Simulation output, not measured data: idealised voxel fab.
Process module heading - voxel gate over fins
The cross-section on display is named cut; it measures 235 nm wide, and its cells are 5 nm squares.
Cross-section layout: square cells on a grid; listed as bands, top to bottom; a band spans one or more cell rows.
Heads up on the band format: heights come first, top then bottom, in nm. After that it's the materials left to right, each with its width in nm. A single material flagged "everywhere" fills the whole band edge to edge, and "empty" means there's empty space there.
Convention: height 0 is the level below which the wafer, as received, is all one material. The lowest band does not terminate at the bottom but continues downward, represented as "z 0 and below".
It should be noted that a width expressed as "30..40" varies in equal increments from row to row of cells within the band, taking the value of the first number at the top row and that of the second number at the bottom row.
Any step labelled "stayed the same" changed none of the cells in the cross-section.
Enclosed voids (no open way to top), threshold 8 cells or more, entry "Internal closed voids", notation width x height at distance, distance from left edge, nm.
Where a step's line continues beyond its settings, the continuation is a remark by the simulator itself on that step.
For masked steps, "overlay nm" on the step line gives how far right of plan the mask actually lay; a minus sign means it lay to the left.
## Intended process steps
1) RECEIVE, material Si
2) CONFORMAL_DEP, material SiN, thk nm 10
3) PATTERN, tone cover, mask id FINS, material resist, width nm 15, pitch nm 55, thk nm 15, overlay nm 0
4) DIRECTIONAL_ETCH, etch materials SiN, depth nm 10
5) DIRECTIONAL_ETCH, etch materials Si, depth nm 40
6) STRIP, etch materials resist
7) OXIDIZE, depth nm 5
8) FILL_DEP, material SiO2, thk nm 5
9) CMP, height nm 10
10) DIRECTIONAL_DEP, material aC, thk nm 15
11) PATTERN, tone open, mask id RAIL, material resist, width nm 15, thk nm 30, overlay nm 0
12) DIRECTIONAL_ETCH, etch materials aC, depth nm 15
13) STRIP, etch materials resist
14) DIRECTIONAL_ETCH, etch materials SiO2, depth nm 45
15) STRIP, etch materials aC
16) CONFORMAL_DEP, material TiN, thk nm 5
17) FILL_DEP, material Ru, thk nm 10
18) CMP, height nm 10
19) SELECTIVE_ETCH, etch materials W Ru TiN, depth nm 30
20) FILL_DEP, material SiO2, thk nm 5
21) CMP, height nm 10
22) SELECTIVE_ETCH, etch materials SiO2, depth nm 25
23) STRIP, etch materials SiN
24) CONFORMAL_DEP, material HfO2, thk nm 5
25) CONFORMAL_DEP, material TiN, thk nm 5
26) FILL_DEP, material W, thk nm 10
27) CMP, height nm 15
28) CONFORMAL_DEP, material SiN, thk nm 10
## Received-state cross-section, reflecting completion of step 1
    z 0 and below: Si everywhere
    Internal closed voids: none
## Cross-section, end of module. Start: as above. Plan: as above. Execution: one mistake
    z 25 to 15: SiN everywhere
    z 15 to 5: W everywhere
    z 5 to 0: W 55 nm, then TiN 15 nm, then W 40 nm, then TiN 15 nm, then W 40 nm, then TiN 15 nm, then W 55 nm
    z 0 to -10: W 55 nm, then TiN 5 nm, then Si 5 nm, then TiN 5 nm, then W 40 nm, then TiN 5 nm, then Si 5 nm, then TiN 5 nm, then W 40 nm, then TiN 5 nm, then Si 5 nm, then TiN 5 nm, then W 55 nm
    z -10 to -15: TiN 60 nm, then Si 5 nm, then TiN 50 nm, then Si 5 nm, then TiN 50 nm, then Si 5 nm, then TiN 60 nm
    z -15 to -20: SiO2 60 nm, then Si 5 nm, then SiO2 50 nm, then Si 5 nm, then SiO2 50 nm, then Si 5 nm, then SiO2 60 nm
    z -20 to -30: SiO2 60 nm, then Si 5 nm, then SiO2 15 nm, then TiN 5 nm, then Ru 5 nm, then TiN 5 nm, then SiO2 20 nm, then Si 5 nm, then SiO2 50 nm, then Si 5 nm, then SiO2 60 nm
    z -30 to -35: SiO2 60 nm, then Si 5 nm, then SiO2 15 nm, then TiN 15 nm, then SiO2 20 nm, then Si 5 nm, then SiO2 50 nm, then Si 5 nm, then SiO2 60 nm
    z -35 to -45: SiO2 60 nm, then Si 5 nm, then SiO2 50 nm, then Si 5 nm, then SiO2 50 nm, then Si 5 nm, then SiO2 60 nm
    z -45 and below: Si everywhere
    Internal closed voids: none
Run error: step 24 in the plan did not get run; it was skipped
